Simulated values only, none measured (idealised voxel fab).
The following is a process module called voxel self aligned contacts.
The figure presents cross-section cut, which has a width of 300 nm and is divided into square cells with an edge length of 5 nm.
Bands, listed from the top down, are how a cross-section gets written in this document; the cross-section itself is a grid of square cells, and a band is one or more rows of them. First you get the band's top height and its bottom height, in nm, and then the materials it's made of, left to right, with each width in nm. If you see a single material with "edge to edge", that one covers the band edge to edge. "air" is empty space. For the purposes of this specification, 0 denotes the height below which the wafer in its as-received condition is composed wholly of one material, and the lowermost band, lacking a lower limit, extends downward without end, as expressed in "0 -> down". It should be noted that a width expressed as "30->40" varies in equal increments from row to row of cells within the band, taking the value of the first number at the top row and that of the second number at the bottom row. "no modifications" for a step: no cell of the cross-section changed in that step. "Listed closed voids" lists enclosed empty spaces (at least 8 cells, no open path upward to the top), each as width x height at distance from the left edge, in nm. What comes after the settings on a step's line is commentary from the simulator itself on that step. overlay nm: how far to the right of its planned place the mask lay on this masked step (negative: to the left).

# The planned process steps are enumerated hereunder
1 RECEIVE,material Si
2 CONFORMAL_DEP,material SiO2,thk nm 5
3 DIRECTIONAL_DEP,material polySi,thk nm 20
4 DIRECTIONAL_DEP,material SiN,thk nm 25
5 MASKED_ETCH,tone cover,mask id GATE,width nm 30,pitch nm 75,etch materials SiN,depth nm 25,overlay nm 0
6 MASKED_ETCH,tone cover,mask id GATE,width nm 30,pitch nm 75,etch materials polySi,depth nm 20,overlay nm 0
7 CONFORMAL_DEP,material SiN,thk nm 10
8 DIRECTIONAL_ETCH,etch materials SiN,depth nm 10
9 FILL_DEP,material SiO2,thk nm 15
10 CMP,height nm 60
11 DIRECTIONAL_DEP,material aC,thk nm 15
12 PATTERN,tone open,mask id CONTACT,material resist,width nm 55,thk nm 30,overlay nm 0
13 DIRECTIONAL_ETCH,etch materials aC,depth nm 15
14 STRIP,etch materials resist
15 DIRECTIONAL_ETCH,etch materials SiO2,depth nm 60
16 STRIP,etch materials aC
17 CONFORMAL_DEP,material TiN,thk nm 5
18 FILL_DEP,material W,thk nm 10
19 CMP,height nm 60
20 CONFORMAL_DEP,material SiN,thk nm 5

# As-received state of the wafer in cross-section, equivalent to post-step 1
- 0 -> down = Si edge to edge
- Listed closed voids: none

# a wafer at the end: this start, this plan, one mistake
- 65 -> 60 = SiN edge to edge
- 60 -> 50 = 120 of SiO2 | 5->20 of TiN | 45->15 of W | 5->20 of TiN | 125 of SiO2
- 50 -> 30 = 85 of SiO2 | 50 of SiN | 5 of TiN | 15 of W | 5 of TiN | 50 of SiN | 90 of SiO2
- 30 -> 25 = 85 of SiO2 | 50 of SiN | 15 of TiN | 5 of W | 5 of TiN | 50 of SiN | 90 of SiO2
- 25 -> 5 = 85 of SiO2 | 10 of SiN | 40 of polySi | 10 of SiN | 5 of TiN | 5 of W | 5 of TiN | 10 of SiN | 40 of polySi | 10 of SiN | 80 of SiO2
- 5 -> 0 = 145 of SiO2 | 15 of TiN | 140 of SiO2
- 0 -> down = Si edge to edge
- Listed closed voids: none
It is concluded that the wafer was processed incorrectly with respect to the plan, in that step 6 was processed under conditions differing from the plan, specifically as MASKED_ETCH,tone cover,mask id GATE,width nm 30,pitch nm 75,etch materials polySi,depth nm 20,overlay nm 10
